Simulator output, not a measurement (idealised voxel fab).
This section sets out a process module, namely voxel ribs on slabs.
Cross-section cut spans 200 nm and uses square cells 5 nm in size.
This document writes a cross-section as a grid whose cells are square, and gives it as bands, listed from the top down; one or more rows of cells form a band. Read a band's entry like this: the first values are the height of its top and the height of its bottom in nm, and what follows is the sequence of materials from left to right, each with its width in nm. Note that "empty" is empty space, and that a single material marked "full width" reaches across the band from edge to edge. Measure heights from 0. That's the level where, below it, the as-received wafer is all one material. The lowest band is bottomless and extends downward; write it as in "0..down". Top row gets the first number, bottom row gets the second, and each row in between changes by the same step: that is how a band width like "30 to 40" works. "everything unchanged", as given for a step, is the statement that not any cell of the cross-section underwent a change during that step. Listed in "Closed void roster": every empty space of 8 or more cells without an open way to the top. Form: width x height at distance, the distance being from the left edge, all in nm. The remark found on a step's line after its settings is issued by the simulator itself and pertains to that step. overlay nm: mask right of planned place by this much (step with mask). Neg. = left.

**Planned step list for the process**
step 1: RECEIVE [material Si]
step 2: DIRECTIONAL_DEP [material SiO2] [thk nm 30]
step 3: DIRECTIONAL_DEP [material polySi] [thk nm 15]
step 4: MASKED_ETCH [tone cover] [mask id RIB] [width nm 15] [etch materials polySi] [depth nm 10] [overlay nm 0]
step 5: PATTERN [tone cover] [mask id SLAB] [material resist] [width nm 55] [thk nm 15] [overlay nm 0]
step 6: DIRECTIONAL_ETCH [etch materials polySi] [depth nm 5]
step 7: STRIP [etch materials resist]
step 8: FILL_DEP [material SiO2] [thk nm 20]
step 9: CMP [height nm 55]
step 10: DIRECTIONAL_DEP [material W] [thk nm 5]
step 11: MASKED_ETCH [tone cover] [mask id HEATER] [width nm 25] [etch materials W] [depth nm 5] [overlay nm 0]
step 12: CONFORMAL_DEP [material SiN] [thk nm 5]

**Cross-section of the wafer upon arrival, representing the state reached after step 1**
0..down: Si full width
Closed void roster: none

**One mistake in running the module, otherwise start and plan as above: cross-section at the end**
65..60: 80 empty, then 35 SiN, then 85 empty
60..55: 85 SiN, then 25 W, then 90 SiN
55..15: SiO2 full width
15..0: polySi full width
0..down: Si full width
Closed void roster: none
Diagnosis: swap of plan steps 2 and 3 during execution
